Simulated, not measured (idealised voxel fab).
Process module name: voxel wiring stack
Section cut is 160 nm wide and gridded with 5 nm square cells.
We lay out every cross-section as a grid of square cells and spell it out in bands from the top down, where one band means one or more rows of cells.
Band: top and bottom heights (nm) first, top before bottom; then materials from left to right, widths in nm. "everywhere" marks a sole material filling the band edge to edge. "empty" denotes empty space.
Heads up on the height convention: 0 is the point under which the incoming wafer is all one material, and the lowest band has no bottom, it just keeps going down, like "0 and below".
Width spec "30 to 40" -> top row of cells at first value, bottom row at second value, equal per-row change in between.
It should be understood that the words "stayed the same", when stated for a given step, signify that the cross-section underwent no change in any of its cells during that step.
Empty spaces counting at least 8 cells and having no open way to the top are listed in "Sealed-off cavities". The notation width x height at distance is used for each, the distance being from the left edge and all three values in nm.
Anything after a step's settings on that line? It's the simulator's own note about the step.
The line of a step may include "overlay nm". On a step with a mask, this value is how far to the right of its planned place the mask lay. A negative value means the mask lay to the left.

# Here's what the planned process steps look like
1: RECEIVE | material Si
2: CONFORMAL_DEP | material SiO2 | thk nm 10
3: DIRECTIONAL_DEP | material TiN | thk nm 5
4: DIRECTIONAL_DEP | material Ru | thk nm 25
5: MASKED_ETCH | tone cover | mask id METAL_1 | width nm 25 | pitch nm 50 | etch materials Ru | depth nm 25 | overlay nm 0
6: MASKED_ETCH | tone cover | mask id METAL_1 | width nm 25 | pitch nm 50 | etch materials TiN | depth nm 5 | overlay nm 0
7: CONFORMAL_DEP | material SiN | thk nm 5
8: FILL_DEP | material lowk | thk nm 5
9: CMP | height nm 40
10: CONFORMAL_DEP | material SiCN | thk nm 5
11: DIRECTIONAL_DEP | material SiO2 | thk nm 35
12: DIRECTIONAL_DEP | material aC | thk nm 10
13: PATTERN | tone open | mask id METAL_2_HOLES | material resist | width nm 15 | pitch nm 100 | thk nm 30 | overlay nm 0
14: DIRECTIONAL_ETCH | etch materials aC | depth nm 10
15: STRIP | etch materials resist
16: DIRECTIONAL_ETCH | etch materials SiO2 | depth nm 35
17: STRIP | etch materials aC
18: PATTERN | tone open | mask id METAL_2 | material resist | width nm 25 | pitch nm 50 | thk nm 15 | overlay nm 0
19: DIRECTIONAL_ETCH | etch materials SiO2 | depth nm 20
20: DIRECTIONAL_ETCH | etch materials SiCN | depth nm 5
21: STRIP | etch materials resist
22: CONFORMAL_DEP | material TiN | thk nm 5
23: FILL_DEP | material Cu | thk nm 10
24: CMP | height nm 80
25: CONFORMAL_DEP | material SiCN | thk nm 5
26: DIRECTIONAL_DEP | material SiO2 | thk nm 30
27: MASKED_ETCH | tone open | mask id METAL_3 | width nm 25 | pitch nm 50 | etch materials SiO2 | depth nm 15 | overlay nm 0
28: DIRECTIONAL_DEP | material aC | thk nm 10
29: PATTERN | tone open | mask id METAL_3_HOLES | material resist | width nm 15 | pitch nm 100 | thk nm 30 | overlay nm 0
30: DIRECTIONAL_ETCH | etch materials aC | depth nm 10
31: STRIP | etch materials resist
32: DIRECTIONAL_ETCH | etch materials SiO2 | depth nm 15
33: DIRECTIONAL_ETCH | etch materials SiCN | depth nm 5
34: STRIP | etch materials aC
35: CONFORMAL_DEP | material TiN | thk nm 5
36: FILL_DEP | material Ru | thk nm 5
37: CMP | height nm 115
38: CONFORMAL_DEP | material SiCN | thk nm 5
39: DIRECTIONAL_DEP | material lowk | thk nm 25
40: DIRECTIONAL_DEP | material aC | thk nm 15
41: PATTERN | tone open | mask id METAL_4_HOLES | material resist | width nm 15 | pitch nm 100 | thk nm 30 | overlay nm 0
42: DIRECTIONAL_ETCH | etch materials aC | depth nm 15
43: STRIP | etch materials resist
44: DIRECTIONAL_ETCH | etch materials lowk | depth nm 25
45: STRIP | etch materials aC
46: DIRECTIONAL_DEP | material aC | thk nm 15
47: PATTERN | tone open | mask id METAL_4 | material resist | width nm 25 | pitch nm 50 | thk nm 30 | overlay nm 0
48: DIRECTIONAL_ETCH | etch materials aC | depth nm 15
49: STRIP | etch materials resist
50: DIRECTIONAL_ETCH | etch materials lowk | depth nm 15
51: DIRECTIONAL_ETCH | etch materials SiCN | depth nm 5
52: STRIP | etch materials aC
53: CONFORMAL_DEP | material TiN | thk nm 5
54: FILL_DEP | material Ru | thk nm 10
55: CMP | height nm 145
56: CONFORMAL_DEP | material SiN | thk nm 5

# Incoming wafer, cross-sectional view, post step 1
  0 and below  Si everywhere
  Sealed-off cavities: none

# Module complete, cross-section. Starting point and plan per above. One mistake made in running the module
  165 down to 160  SiN everywhere
  160 down to 150  Ru everywhere
  150 down to 145  TiN 20 nm / Ru 15 nm / TiN 35 nm / Ru 15 nm / TiN 35 nm / Ru 15 nm / TiN 25 nm
  145 down to 135  lowk 15 nm / TiN 5 nm / Ru 15 nm / TiN 5 nm / lowk 25 nm / TiN 5 nm / Ru 15 nm / TiN 5 nm / lowk 25 nm / TiN 5 nm / Ru 15 nm / TiN 5 nm / lowk 20 nm
  135 down to 130  lowk 15 nm / TiN 5 nm / Ru 5 nm / TiN 15 nm / lowk 25 nm / TiN 25 nm / lowk 25 nm / TiN 5 nm / Ru 5 nm / TiN 15 nm / lowk 20 nm
  130 down to 120  lowk 15 nm / TiN 5 nm / Ru 5 nm / TiN 5 nm / lowk 85 nm / TiN 5 nm / Ru 5 nm / TiN 5 nm / lowk 30 nm
  120 down to 115  SiCN 15 nm / TiN 15 nm / SiCN 85 nm / TiN 15 nm / SiCN 30 nm
  115 down to 105  SiO2 15 nm / TiN 5 nm / Ru 15 nm / TiN 5 nm / SiO2 25 nm / TiN 5 nm / Ru 15 nm / TiN 5 nm / SiO2 25 nm / TiN 5 nm / Ru 15 nm / TiN 5 nm / SiO2 20 nm
  105 down to 100  SiO2 15 nm / TiN 5 nm / Ru 5 nm / TiN 15 nm / SiO2 25 nm / TiN 25 nm / SiO2 25 nm / TiN 5 nm / Ru 5 nm / TiN 15 nm / SiO2 20 nm
  100 down to 85  SiO2 15 nm / TiN 5 nm / Ru 5 nm / TiN 5 nm / SiO2 85 nm / TiN 5 nm / Ru 5 nm / TiN 5 nm / SiO2 30 nm
  85 down to 80  SiCN 15 nm / TiN 15 nm / SiCN 85 nm / TiN 15 nm / SiCN 30 nm
  80 down to 65  SiO2 15 nm / TiN 5 nm / Cu 15 nm / TiN 5 nm / SiO2 25 nm / TiN 5 nm / Cu 15 nm / TiN 5 nm / SiO2 25 nm / TiN 5 nm / Cu 15 nm / TiN 5 nm / SiO2 20 nm
  65 down to 60  SiO2 15 nm / TiN 5 nm / Cu 5 nm / TiN 15 nm / SiO2 25 nm / TiN 25 nm / SiO2 25 nm / TiN 5 nm / Cu 5 nm / TiN 15 nm / SiO2 20 nm
  60 down to 45  SiO2 15 nm / TiN 5 nm / Cu 5 nm / TiN 5 nm / SiO2 85 nm / TiN 5 nm / Cu 5 nm / TiN 5 nm / SiO2 30 nm
  45 down to 40  SiCN 15 nm / TiN 15 nm / SiCN 85 nm / TiN 15 nm / SiCN 30 nm
  40 down to 15  lowk 10 nm / SiN 5 nm / Ru 25 nm / SiN 5 nm / lowk 15 nm / SiN 5 nm / Ru 25 nm / SiN 5 nm / lowk 15 nm / SiN 5 nm / Ru 25 nm / SiN 5 nm / lowk 15 nm
  15 down to 10  SiN 15 nm / TiN 25 nm / SiN 25 nm / TiN 25 nm / SiN 25 nm / TiN 25 nm / SiN 20 nm
  10 down to 0  SiO2 everywhere
  0 and below  Si everywhere
  Sealed-off cavities: none
What was done differently from what was planned? step 55 of the plan was excluded from execution and never run
